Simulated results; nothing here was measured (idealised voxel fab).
process module | voxel transistor to metal
cross-section cut | 285 nm wide | cells 5 nm
A cross-section is a grid of square cells, given in bands from the top down. A band is one or more rows of cells.
Each band's line starts with the height of the band's top and of its bottom, in nm. Then come its materials from left to right, each with its width in nm. One material with "throughout" fills the band from edge to edge. "air" is empty space.
Height 0 is the level under which the wafer as received is all one material. The lowest band goes on downwards, as in "0 down".
A width such as "30 to 40" changes by the same amount from each row of cells to the next, from the band's top row to its bottom row.
"no change" after a step means that no cell of the cross-section changed.
closed voids: empty space of 8 cells or more with no open way to the top, each as width x height at its distance from the left edge, in nm
after a step's settings: what the simulator itself notes on the step
overlay nm, on a step with a mask: how far to the right of its planned place the mask lay; to the left if negative
plan
1 op RECEIVE | material Si
2 op OXIDIZE | depth nm 5
3 op CONFORMAL_DEP | material SiN | thk nm 10
4 op PATTERN | tone cover | mask id ACTIVE | material resist | width nm 115 | pitch nm 135 | thk nm 15 | overlay nm 0
5 op DIRECTIONAL_ETCH | etch materials SiN | depth nm 10
6 op DIRECTIONAL_ETCH | etch materials SiO2 | depth nm 5
7 op DIRECTIONAL_ETCH | etch materials Si | depth nm 20
8 op STRIP | etch materials resist
9 op FILL_DEP | material SiO2 | thk nm 15
10 op CMP | height nm 10
11 op SELECTIVE_ETCH | etch materials SiO2 | depth nm 10
12 op STRIP | etch materials SiN
13 op SELECTIVE_ETCH | etch materials SiO2 | depth nm 5
14 op OXIDIZE | depth nm 5
15 op DIRECTIONAL_DEP | material polySi | thk nm 25
16 op DIRECTIONAL_DEP | material SiCN | thk nm 10
17 op MASKED_ETCH | tone cover | mask id GATE | width nm 15 | pitch nm 135 | etch materials SiCN | depth nm 20 | overlay nm 0
18 op MASKED_ETCH | tone cover | mask id GATE | width nm 15 | pitch nm 135 | etch materials polySi | depth nm 35 | overlay nm 0
19 op CONFORMAL_DEP | material SiN | thk nm 5
20 op DIRECTIONAL_ETCH | etch materials SiN | depth nm 5
21 op DIRECTIONAL_ETCH | etch materials SiO2 | depth nm 5
22 op EPI | material nSi | thk nm 5
23 op FILL_DEP | material SiO2 | thk nm 5
24 op CMP | height nm 30
25 op DIRECTIONAL_DEP | material SiO2 | thk nm 15
26 op MASKED_ETCH | tone open | mask id CONTACT | width nm 20 | etch materials SiO2 | depth nm 50 | overlay nm 0
27 op CONFORMAL_DEP | material TiN | thk nm 5
28 op FILL_DEP | material W | thk nm 5
29 op CMP | height nm 45
30 op CONFORMAL_DEP | material SiCN | thk nm 5
31 op DIRECTIONAL_DEP | material SiO2 | thk nm 25
32 op PATTERN | tone open | mask id METAL_1 | material resist | width nm 20 | thk nm 20 | overlay nm 0
33 op DIRECTIONAL_ETCH | etch materials SiO2 | depth nm 25
34 op DIRECTIONAL_ETCH | etch materials SiCN | depth nm 5
35 op STRIP | etch materials resist
36 op CONFORMAL_DEP | material TiN | thk nm 5
37 op FILL_DEP | material Cu | thk nm 10
38 op CMP | height nm 75
39 op CONFORMAL_DEP | material SiCN | thk nm 5
as received, after step 1
  0 down: Si throughout
  closed voids: none
a wafer at the end: this start, this plan, one mistake
  80 to 75: SiCN throughout
  75 to 50: SiO2 25 | TiN 5 | Cu 10 | TiN 5 | SiO2 55 | TiN 5 | Cu 10 | TiN 5 | SiO2 40 | TiN 5 | Cu 10 | TiN 5 | SiO2 55 | TiN 5 | Cu 10 | TiN 5 | SiO2 30
  50 to 45: SiCN 25 | TiN 20 | SiCN 55 | TiN 20 | SiCN 40 | TiN 20 | SiCN 55 | TiN 20 | SiCN 30
  45 to 30: SiO2 25 | TiN 5 | W 10 | TiN 5 | SiO2 55 | TiN 5 | W 10 | TiN 5 | SiO2 40 | TiN 5 | W 10 | TiN 5 | SiO2 55 | TiN 5 | W 10 | TiN 5 | SiO2 30
  30 to 20: SiO2 25 | TiN 5 | W 10 | TiN 5 | SiO2 15 | SiN 5 | SiCN 15 | SiN 5 | SiO2 15 | TiN 5 | W 10 | TiN 5 | SiO2 40 | TiN 5 | W 10 | TiN 5 | SiO2 15 | SiN 5 | SiCN 15 | SiN 5 | SiO2 15 | TiN 5 | W 10 | TiN 5 | SiO2 30
  20 to 0: SiO2 25 | TiN 5 | W 10 | TiN 5 | SiO2 15 | SiN 5 | polySi 15 | SiN 5 | SiO2 15 | TiN 5 | W 10 | TiN 5 | SiO2 40 | TiN 5 | W 10 | TiN 5 | SiO2 15 | SiN 5 | polySi 15 | SiN 5 | SiO2 15 | TiN 5 | W 10 | TiN 5 | SiO2 30
  0 to -5: SiO2 25 | TiN 20 | SiO2 15 | SiN 5 | polySi 15 | SiN 5 | SiO2 15 | TiN 20 | SiO2 40 | TiN 20 | SiO2 15 | SiN 5 | polySi 15 | SiN 5 | SiO2 15 | TiN 20 | SiO2 30
  -5 to -10: SiO2 10 | SiN 5 | nSi 45 | SiO2 25 | nSi 45 | SiN 5 | SiO2 10 | SiN 5 | nSi 45 | SiO2 25 | nSi 45 | SiN 5 | SiO2 5 | SiN 5 | SiO2 5
  -10 to -15: SiO2 10 | SiN 5 | SiO2 5 | Si 105 | SiO2 5 | SiN 5 | SiO2 10 | SiN 5 | SiO2 5 | Si 105 | SiO2 5 | SiN 5 | SiO2 5 | SiN 5 | SiO2 5
  -15 to -25: SiO2 20 to 15 | Si 105 to 115 | SiO2 30 to 20 | Si 105 to 115 | SiO2 25 to 20
  -25 down: Si throughout
  closed voids: none
what went wrong: steps 11 and 12 were swapped
